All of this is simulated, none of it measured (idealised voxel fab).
process module | voxel lift off
cross-section cut | 250 nm wide | cells 5 nm
A cross-section is a grid of square cells, given in bands from the top down. A band is one or more rows of cells.
Each band's line starts with the height of the band's top and of its bottom, in nm. Then come its materials from left to right, each with its width in nm. One material with "throughout" fills the band from edge to edge. "air" is empty space.
Height 0 is the level under which the wafer as received is all one material. The lowest band goes on downwards, as in "0 down".
A width such as "30 to 40" changes by the same amount from each row of cells to the next, from the band's top row to its bottom row.
"no change" after a step means that no cell of the cross-section changed.
closed voids: empty space of 8 cells or more with no open way to the top, each as width x height at its distance from the left edge, in nm
after a step's settings: what the simulator itself notes on the step
overlay nm, on a step with a mask: how far to the right of its planned place the mask lay; to the left if negative
plan
1 op RECEIVE | material Si
2 op CONFORMAL_DEP | material SiN | thk nm 5
3 op PATTERN | tone open | mask id LINES | material resist | width nm 20 | pitch nm 50 | thk nm 20 | overlay nm 0
4 op DIRECTIONAL_DEP | material Ru | thk nm 10
5 op STRIP | etch materials resist
6 op CONFORMAL_DEP | material SiCN | thk nm 5
varied across the wafers: thk nm of step 2. The plan shows the first wafer's value. All wafers start alike
first wafer as received, after step 1
  0 down: Si throughout
  closed voids: none
first wafer at the end, after step 6
  20 to 15: air 85 | SiCN 30 | air 20 | SiCN 30 | air 85
  15 to 10: air 85 | SiCN 5 | Ru 20 | SiCN 5 | air 20 | SiCN 5 | Ru 20 | SiCN 5 | air 85
  10 to 5: SiCN 90 | Ru 20 | SiCN 30 | Ru 20 | SiCN 90
  5 to 0: SiN throughout
  0 down: Si throughout
  closed voids: none
last wafer at the end
  45 to 40: air 85 | SiCN 30 | air 20 | SiCN 30 | air 85
  40 to 35: air 85 | SiCN 5 | Ru 20 | SiCN 5 | air 20 | SiCN 5 | Ru 20 | SiCN 5 | air 85
  35 to 30: SiCN 90 | Ru 20 | SiCN 30 | Ru 20 | SiCN 90
  30 to 0: SiN throughout
  0 down: Si throughout
  closed voids: none
each wafer at the end: cells of each material gained (+) or lost (-) since it was received, then its closed voids
thk nm 5 | +16 Ru | +58 SiCN | +50 SiN | closed voids: none
thk nm 10 | +16 Ru | +58 SiCN | +100 SiN | closed voids: none
thk nm 15 | +16 Ru | +58 SiCN | +150 SiN | closed voids: none
thk nm 20 | +16 Ru | +58 SiCN | +200 SiN | closed voids: none
thk nm 25 | +16 Ru | +58 SiCN | +250 SiN | closed voids: none
thk nm 30 | +16 Ru | +58 SiCN | +300 SiN | closed voids: none
